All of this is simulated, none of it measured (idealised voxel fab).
process module | voxel trench capacitor
Displayed cross-section: cut, width of 285 nm, square cells sized 5 nm.
Cross-section format: a grid of square cells, given as bands from top to bottom; each band is one or more rows of cells.
Read a band's entry like this: the first values are the height of its top and the height of its bottom in nm, and what follows is the sequence of materials from left to right, each with its width in nm. Note that "blank" is empty space, and that a single material marked "all across" reaches across the band from edge to edge.
Zero point of the height axis is 0; under it, received wafer = one material. Lowest band: continues down indefinitely, "top 0, no bottom".
A two-number width, for instance "30..40", indicates that the width is equal to the first number in the top row of the band and to the second number in the bottom row, and that it changes by a constant amount per row of cells.
Basically "no change" means that step didn't change any cell in the cross-section.
Heads up: "Sealed voids" only lists the empty pockets with no open path to the top that are 8 cells or more, and it writes them as width x height at distance, distance from the left edge, in nm.
What comes after the settings on a step's line is commentary from the simulator itself on that step.
The "overlay nm" setting may appear on a step's line; for a step that uses a mask, it gives how far to the right of its planned position the mask lay, and a negative value indicates the left.

The planned process steps are enumerated hereunder
- 1: RECEIVE (material Si)
- 2: CONFORMAL_DEP (material SiN; thk nm 5)
- 3: MASKED_ETCH (tone open; mask id TRENCH; width nm 30; pitch nm 50; etch materials SiN; depth nm 5; overlay nm 0)
- 4: MASKED_ETCH (tone open; mask id TRENCH; width nm 30; pitch nm 50; etch materials Si; depth nm 25; overlay nm 0)
- 5: CONFORMAL_DEP (material HfO2; thk nm 5)
- 6: CONFORMAL_DEP (material TiN; thk nm 5)
- 7: FILL_DEP (material W; thk nm 5)
- 8: CMP (height nm 5)

First wafer out of two, processed as planned

This is the cross-section of the wafer as we received it, i.e. after step 1
  top 0, no bottom  Si all across
  Sealed voids: none

Cross-section of the wafer after step 2
  top 5, bottom 0  SiN all across
  Heights below 0 show no change.

Cross-section of the wafer after step 3
  top 5, bottom 0  100 SiN, 30 blank, 20 SiN, 30 blank, 105 SiN
  Heights below 0 show no change.

Cross-section of the wafer after step 4
  top 5, bottom 0  100 SiN, 30 blank, 20 SiN, 30 blank, 105 SiN
  top 0, bottom -25  100 Si, 30 blank, 20 Si, 30 blank, 105 Si
  Heights below -25 show no change.

Cross-section of the wafer after step 5
  top 10, bottom 5  105 HfO2, 20 blank, 30 HfO2, 20 blank, 110 HfO2
  top 5, bottom 0  100 SiN, 5 HfO2, 20 blank, 5 HfO2, 20 SiN, 5 HfO2, 20 blank, 5 HfO2, 105 SiN
  top 0, bottom -20  100 Si, 5 HfO2, 20 blank, 5 HfO2, 20 Si, 5 HfO2, 20 blank, 5 HfO2, 105 Si
  top -20, bottom -25  100 Si, 30 HfO2, 20 Si, 30 HfO2, 105 Si
  Heights below -25 show no change.

Cross-section of the wafer after step 6
  top 15, bottom 10  110 TiN, 10 blank, 40 TiN, 10 blank, 115 TiN
  top 10, bottom 5  105 HfO2, 5 TiN, 10 blank, 5 TiN, 30 HfO2, 5 TiN, 10 blank, 5 TiN, 110 HfO2
  top 5, bottom 0  100 SiN, 5 HfO2, 5 TiN, 10 blank, 5 TiN, 5 HfO2, 20 SiN, 5 HfO2, 5 TiN, 10 blank, 5 TiN, 5 HfO2, 105 SiN
  top 0, bottom -15  100 Si, 5 HfO2, 5 TiN, 10 blank, 5 TiN, 5 HfO2, 20 Si, 5 HfO2, 5 TiN, 10 blank, 5 TiN, 5 HfO2, 105 Si
  top -15, bottom -20  100 Si, 5 HfO2, 20 TiN, 5 HfO2, 20 Si, 5 HfO2, 20 TiN, 5 HfO2, 105 Si
  Heights below -20 show no change.

Cross-section of the wafer after step 7
  top 20, bottom 15  W all across
  top 15, bottom 10  110 TiN, 10 W, 40 TiN, 10 W, 115 TiN
  top 10, bottom 5  105 HfO2, 5 TiN, 10 W, 5 TiN, 30 HfO2, 5 TiN, 10 W, 5 TiN, 110 HfO2
  top 5, bottom 0  100 SiN, 5 HfO2, 5 TiN, 10 W, 5 TiN, 5 HfO2, 20 SiN, 5 HfO2, 5 TiN, 10 W, 5 TiN, 5 HfO2, 105 SiN
  top 0, bottom -15  100 Si, 5 HfO2, 5 TiN, 10 W, 5 TiN, 5 HfO2, 20 Si, 5 HfO2, 5 TiN, 10 W, 5 TiN, 5 HfO2, 105 Si
  Heights below -15 show no change.

Cross-section of the wafer after step 8
  top 5, bottom 0  100 SiN, 5 HfO2, 5 TiN, 10 W, 5 TiN, 5 HfO2, 20 SiN, 5 HfO2, 5 TiN, 10 W, 5 TiN, 5 HfO2, 105 SiN
  Heights below 0 show no change.

Wafer two. Same start, same plan, one slip in execution. Same as wafer one through step 2, inclusive

Second wafer cross-section, taken as of the time the plan sets for step 3 to be done
  top 5, bottom 0  105 SiN, 25 blank, 25 SiN, 25 blank, 105 SiN
  Heights below 0 show no change.

Second wafer cross-section, taken as of the time the plan sets for step 4 to be done
  top 5, bottom 0  105 SiN, 25 blank, 25 SiN, 25 blank, 105 SiN
  top 0, bottom -25  105 Si, 25 blank, 25 Si, 25 blank, 105 Si
  Heights below -25 show no change.

Second wafer cross-section, taken as of the time the plan sets for step 5 to be done
  top 10, bottom 5  110 HfO2, 15 blank, 35 HfO2, 15 blank, 110 HfO2
  top 5, bottom 0  105 SiN, 5 HfO2, 15 blank, 5 HfO2, 25 SiN, 5 HfO2, 15 blank, 5 HfO2, 105 SiN
  top 0, bottom -20  105 Si, 5 HfO2, 15 blank, 5 HfO2, 25 Si, 5 HfO2, 15 blank, 5 HfO2, 105 Si
  top -20, bottom -25  105 Si, 25 HfO2, 25 Si, 25 HfO2, 105 Si
  Heights below -25 show no change.

Second wafer cross-section, taken as of the time the plan sets for step 6 to be done
  top 15, bottom 10  115 TiN, 5 blank, 45 TiN, 5 blank, 115 TiN
  top 10, bottom 5  110 HfO2, 5 TiN, 5 blank, 5 TiN, 35 HfO2, 5 TiN, 5 blank, 5 TiN, 110 HfO2
  top 5, bottom 0  105 SiN, 5 HfO2, 5 TiN, 5 blank, 5 TiN, 5 HfO2, 25 SiN, 5 HfO2, 5 TiN, 5 blank, 5 TiN, 5 HfO2, 105 SiN
  top 0, bottom -15  105 Si, 5 HfO2, 5 TiN, 5 blank, 5 TiN, 5 HfO2, 25 Si, 5 HfO2, 5 TiN, 5 blank, 5 TiN, 5 HfO2, 105 Si
  top -15, bottom -20  105 Si, 5 HfO2, 15 TiN, 5 HfO2, 25 Si, 5 HfO2, 15 TiN, 5 HfO2, 105 Si
  Heights below -20 show no change.

Second wafer cross-section, taken as of the time the plan sets for step 7 to be done
  top 20, bottom 15  W all across
  top 15, bottom 10  115 TiN, 5 W, 45 TiN, 5 W, 115 TiN
  top 10, bottom 5  110 HfO2, 5 TiN, 5 W, 5 TiN, 35 HfO2, 5 TiN, 5 W, 5 TiN, 110 HfO2
  top 5, bottom 0  105 SiN, 5 HfO2, 5 TiN, 5 W, 5 TiN, 5 HfO2, 25 SiN, 5 HfO2, 5 TiN, 5 W, 5 TiN, 5 HfO2, 105 SiN
  top 0, bottom -15  105 Si, 5 HfO2, 5 TiN, 5 W, 5 TiN, 5 HfO2, 25 Si, 5 HfO2, 5 TiN, 5 W, 5 TiN, 5 HfO2, 105 Si
  Heights below -15 show no change.

Second wafer cross-section, taken as of the time the plan sets for step 8 to be done
  top 5, bottom 0  105 SiN, 5 HfO2, 5 TiN, 5 W, 5 TiN, 5 HfO2, 25 SiN, 5 HfO2, 5 TiN, 5 W, 5 TiN, 5 HfO2, 105 SiN
  Heights below 0 show no change.
It is concluded that the wafer was processed incorrectly with respect to the plan, in that planned and actual differ for step 3; actual: MASKED_ETCH (tone open; mask id TRENCH; width nm 25; pitch nm 50; etch materials SiN; depth nm 5; overlay nm 0)
Per the end-of-run cell counts, the second wafer holds more or fewer of some materials than the first: 2 fewer of HfO2, 10 more of Si, 2 more of SiN, 2 fewer of TiN, 8 fewer of W
